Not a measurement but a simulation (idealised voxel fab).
process module | voxel air gaps
cross-section cut | 205 nm wide | cells 5 nm
A cross-section is a grid of square cells, given in bands from the top down. A band is one or more rows of cells.
Each band's line starts with the height of the band's top and of its bottom, in nm. Then come its materials from left to right, each with its width in nm. One material with "throughout" fills the band from edge to edge. "air" is empty space.
Height 0 is the level under which the wafer as received is all one material. The lowest band goes on downwards, as in "0 down".
A width such as "30 to 40" changes by the same amount from each row of cells to the next, from the band's top row to its bottom row.
"no change" after a step means that no cell of the cross-section changed.
closed voids: empty space of 8 cells or more with no open way to the top, each as width x height at its distance from the left edge, in nm
after a step's settings: what the simulator itself notes on the step
overlay nm, on a step with a mask: how far to the right of its planned place the mask lay; to the left if negative
plan
1 op RECEIVE | material Si
2 op CONFORMAL_DEP | material SiO2 | thk nm 10
3 op CONFORMAL_DEP | material SiN | thk nm 5
4 op DIRECTIONAL_DEP | material SiO2 | thk nm 40
5 op PATTERN | tone open | mask id LINES | material resist | width nm 15 | pitch nm 40 | thk nm 20 | overlay nm 0
6 op DIRECTIONAL_ETCH | etch materials SiO2 | depth nm 40
7 op STRIP | etch materials resist
8 op CONFORMAL_DEP | material TiN | thk nm 5
9 op FILL_DEP | material Cu | thk nm 5
10 op CMP | height nm 55
11 op EPI | material Ru | thk nm 10
12 op SELECTIVE_ETCH | etch materials SiO2 | depth nm 50
13 op CONFORMAL_DEP | material SiN | thk nm 5
varied across the wafers: width nm of step 5. The plan shows the first wafer's value. All wafers start alike
first wafer as received, after step 1
  0 down: Si throughout
  closed voids: none
first wafer at the end, after step 13
  70 to 65: air 40 | SiN 125 | air 40
  65 to 55: air 40 | SiN 5 | Ru 35 | SiN 5 | Ru 35 | SiN 5 | Ru 35 | SiN 5 | air 40
  55 to 50: air 40 | SiN 15 | TiN 5 | Cu 5 | TiN 5 | SiN 25 | TiN 5 | Cu 5 | TiN 5 | SiN 25 | TiN 5 | Cu 5 | TiN 5 | SiN 15 | air 40
  50 to 20: air 50 | SiN 5 | TiN 5 | Cu 5 | TiN 5 | SiN 5 | air 15 | SiN 5 | TiN 5 | Cu 5 | TiN 5 | SiN 5 | air 15 | SiN 5 | TiN 5 | Cu 5 | TiN 5 | SiN 5 | air 50
  20 to 15: SiN 55 | TiN 15 | SiN 25 | TiN 15 | SiN 25 | TiN 15 | SiN 55
  15 to 10: SiN throughout
  10 to 0: SiO2 throughout
  0 down: Si throughout
  closed voids: 15 x 30 at 75; 15 x 30 at 115
last wafer at the end
  70 to 65: air 35 | SiN 135 | air 35
  65 to 55: air 35 | SiN 5 | Ru 125 | SiN 5 | air 35
  55 to 50: air 35 | SiN 15 | TiN 5 | Cu 15 | TiN 5 | SiO2 15 | TiN 5 | Cu 15 | TiN 5 | SiO2 15 | TiN 5 | Cu 15 | TiN 5 | SiN 15 | air 35
  50 to 20: air 45 | SiN 5 | TiN 5 | Cu 15 | TiN 5 | SiO2 15 | TiN 5 | Cu 15 | TiN 5 | SiO2 15 | TiN 5 | Cu 15 | TiN 5 | SiN 5 | air 45
  20 to 15: SiN 50 | TiN 25 | SiO2 15 | TiN 25 | SiO2 15 | TiN 25 | SiN 50
  15 to 10: SiN throughout
  10 to 0: SiO2 throughout
  0 down: Si throughout
  closed voids: none
each wafer at the end: cells of each material gained (+) or lost (-) since it was received, then its closed voids
width nm 15 | +21 Cu | +42 Ru | +158 SiN | +82 SiO2 | +51 TiN | closed voids: 15 x 30 at 75; 15 x 30 at 115
width nm 20 | +42 Cu | +48 Ru | +110 SiN | +146 SiO2 | +54 TiN | closed voids: none
width nm 25 | +63 Cu | +50 Ru | +110 SiN | +130 SiO2 | +57 TiN | closed voids: none
